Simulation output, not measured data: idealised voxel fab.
process module | voxel wiring stack
cross-section cut | 165 nm wide | cells 5 nm
A cross-section is a grid of square cells, given in bands from the top down. A band is one or more rows of cells.
Each band's line starts with the height of the band's top and of its bottom, in nm. Then come its materials from left to right, each with its width in nm. One material with "throughout" fills the band from edge to edge. "air" is empty space.
Height 0 is the level under which the wafer as received is all one material. The lowest band goes on downwards, as in "0 down".
A width such as "30 to 40" changes by the same amount from each row of cells to the next, from the band's top row to its bottom row.
"no change" after a step means that no cell of the cross-section changed.
closed voids: empty space of 8 cells or more with no open way to the top, each as width x height at its distance from the left edge, in nm
after a step's settings: what the simulator itself notes on the step
overlay nm, on a step with a mask: how far to the right of its planned place the mask lay; to the left if negative
plan
1 op RECEIVE | material Si
2 op CONFORMAL_DEP | material SiO2 | thk nm 10
3 op DIRECTIONAL_DEP | material TiN | thk nm 5
4 op DIRECTIONAL_DEP | material W | thk nm 25
5 op DIRECTIONAL_DEP | material aC | thk nm 10
6 op PATTERN | tone cover | mask id METAL_1 | material resist | width nm 20 | pitch nm 35 | thk nm 25 | overlay nm 0
7 op DIRECTIONAL_ETCH | etch materials aC | depth nm 10
8 op STRIP | etch materials resist
9 op DIRECTIONAL_ETCH | etch materials W | depth nm 25
10 op DIRECTIONAL_ETCH | etch materials TiN | depth nm 5
11 op STRIP | etch materials aC
12 op CONFORMAL_DEP | material SiN | thk nm 5
13 op FILL_DEP | material lowk | thk nm 10
14 op CMP | height nm 40
15 op CONFORMAL_DEP | material SiCN | thk nm 5
16 op DIRECTIONAL_DEP | material SiO2 | thk nm 15
17 op PATTERN | tone open | mask id PLUG_1 | material resist | width nm 15 | pitch nm 70 | thk nm 15 | overlay nm 0
18 op DIRECTIONAL_ETCH | etch materials SiO2 | depth nm 15
19 op DIRECTIONAL_ETCH | etch materials SiCN | depth nm 5
20 op STRIP | etch materials resist
21 op CONFORMAL_DEP | material TiN | thk nm 5
22 op FILL_DEP | material Cu | thk nm 5
23 op CMP | height nm 60
24 op DIRECTIONAL_DEP | material TiN | thk nm 5
25 op DIRECTIONAL_DEP | material Ru | thk nm 25
26 op PATTERN | tone cover | mask id METAL_2 | material resist | width nm 20 | pitch nm 35 | thk nm 20 | overlay nm 0
27 op DIRECTIONAL_ETCH | etch materials Ru | depth nm 25
28 op DIRECTIONAL_ETCH | etch materials TiN | depth nm 5
29 op STRIP | etch materials resist
30 op FILL_DEP | material SiO2 | thk nm 5
31 op CMP | height nm 90
32 op CONFORMAL_DEP | material SiN | thk nm 5
as received, after step 1
  0 down: Si throughout
  closed voids: none
first wafer at the end, as planned
  95 to 90: SiN throughout
  90 to 65: SiO2 20 | Ru 20 | SiO2 15 | Ru 20 | SiO2 15 | Ru 20 | SiO2 15 | Ru 20 | SiO2 20
  65 to 60: SiO2 20 | TiN 20 | SiO2 15 | TiN 20 | SiO2 15 | TiN 20 | SiO2 15 | TiN 20 | SiO2 20
  60 to 45: SiO2 20 | TiN 5 | Cu 5 | TiN 5 | SiO2 55 | TiN 5 | Cu 5 | TiN 5 | SiO2 60
  45 to 40: SiCN 20 | TiN 15 | SiCN 55 | TiN 15 | SiCN 60
  40 to 15: lowk 15 | SiN 5 | W 20 | SiN 5 | lowk 5 | SiN 5 | W 20 | SiN 5 | lowk 5 | SiN 5 | W 20 | SiN 5 | lowk 5 | SiN 5 | W 20 | SiN 5 | lowk 15
  15 to 10: SiN 20 | TiN 20 | SiN 15 | TiN 20 | SiN 15 | TiN 20 | SiN 15 | TiN 20 | SiN 20
  10 to 0: SiO2 throughout
  0 down: Si throughout
  closed voids: none
second wafer at the end: like start, like plan, one mistake
  95 to 90: SiN throughout
  90 to 65: SiO2 20 | Ru 20 | SiO2 15 | Ru 20 | SiO2 15 | Ru 20 | SiO2 15 | Ru 20 | SiO2 20
  65 to 60: SiO2 20 | TiN 20 | SiO2 15 | TiN 20 | SiO2 15 | TiN 20 | SiO2 15 | TiN 20 | SiO2 20
  60 to 55: SiCN 20 | TiN 15 | SiCN 55 | TiN 15 | SiCN 60
  55 to 45: lowk throughout
  45 to 40: lowk 15 | SiN 30 | lowk 5 | SiN 30 | lowk 5 | SiN 30 | lowk 5 | SiN 30 | lowk 15
  40 to 15: lowk 15 | SiN 5 | W 20 | SiN 5 | lowk 5 | SiN 5 | W 20 | SiN 5 | lowk 5 | SiN 5 | W 20 | SiN 5 | lowk 5 | SiN 5 | W 20 | SiN 5 | lowk 15
  15 to 10: SiN 20 | TiN 20 | SiN 15 | TiN 20 | SiN 15 | TiN 20 | SiN 15 | TiN 20 | SiN 20
  10 to 0: SiO2 throughout
  0 down: Si throughout
  closed voids: none
what went wrong: step 14 was left out
at the end the second wafer has, in cells: 6 fewer of Cu | 24 more of SiN | 81 fewer of SiO2 | 12 fewer of TiN | 75 more of lowk
